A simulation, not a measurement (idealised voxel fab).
You're looking at the process module voxel air gaps.
Square cell edge 5 nm, section width 235 nm, ID cut.
Heads up, the way a cross-section reads in here is a grid of square cells, handed over as bands from the top down, with every band being one or more rows of cells. Look at the band entry: it leads with the top's height and the bottom's height in nm. Then it lists the materials left to right, with a width in nm for each. The word "everywhere" on a single material says that material fills the band edge to edge. The word "air" is empty space. Convention: height 0 is the level below which the wafer, as received, is all one material. The lowest band does not terminate at the bottom but continues downward, represented as "0 down". Quick explanation for "30 to 40": the width changes in equal steps down the rows of cells, from the first number in the band's top row to the second number in its bottom row. Key: "nothing got changed" - step with no changed cell in the cross-section. Enclosed voids (no open way to top), threshold 8 cells or more, entry "Enclosed internal voids", notation width x height at distance, distance from left edge, nm. What comes after the settings on a step's line is commentary from the simulator itself on that step. overlay nm: on a step with a mask, how far right of its planned place the mask lay; negative means left.

## plan
1. RECEIVE [material Si]
2. CONFORMAL_DEP [material SiO2] [thk nm 10]
3. CONFORMAL_DEP [material SiN] [thk nm 5]
4. DIRECTIONAL_DEP [material SiO2] [thk nm 35]
5. MASKED_ETCH [tone open] [mask id LINES] [width nm 15] [pitch nm 40] [etch materials SiO2] [depth nm 35] [overlay nm 0]
6. CONFORMAL_DEP [material TiN] [thk nm 5]
7. FILL_DEP [material Ru] [thk nm 5]
8. CMP [height nm 50]
9. EPI [material Ru] [thk nm 10]
10. SELECTIVE_ETCH [etch materials SiO2] [depth nm 45]
11. CONFORMAL_DEP [material SiCN] [thk nm 5]

## Incoming wafer, cross-sectional view, post step 1
> 0 down | Si everywhere
> Enclosed internal voids: none

## The plan above was carried out on the starting structure above with one mistake, and this cross-section shows the wafer at the end of the module
> 60 to 50 | air: 40, Ru: 35, air: 5, Ru: 35, air: 5, Ru: 35, air: 5, Ru: 35, air: 40
> 50 to 20 | air: 50, TiN: 5, Ru: 5, TiN: 5, air: 25, TiN: 5, Ru: 5, TiN: 5, air: 25, TiN: 5, Ru: 5, TiN: 5, air: 25, TiN: 5, Ru: 5, TiN: 5, air: 50
> 20 to 15 | air: 50, TiN: 15, air: 25, TiN: 15, air: 25, TiN: 15, air: 25, TiN: 15, air: 50
> 15 to 10 | SiN everywhere
> 10 to 0 | SiO2 everywhere
> 0 down | Si everywhere
> Enclosed internal voids: none
Nonconformance to the process plan: step 11 of the plan was excluded from execution and never run
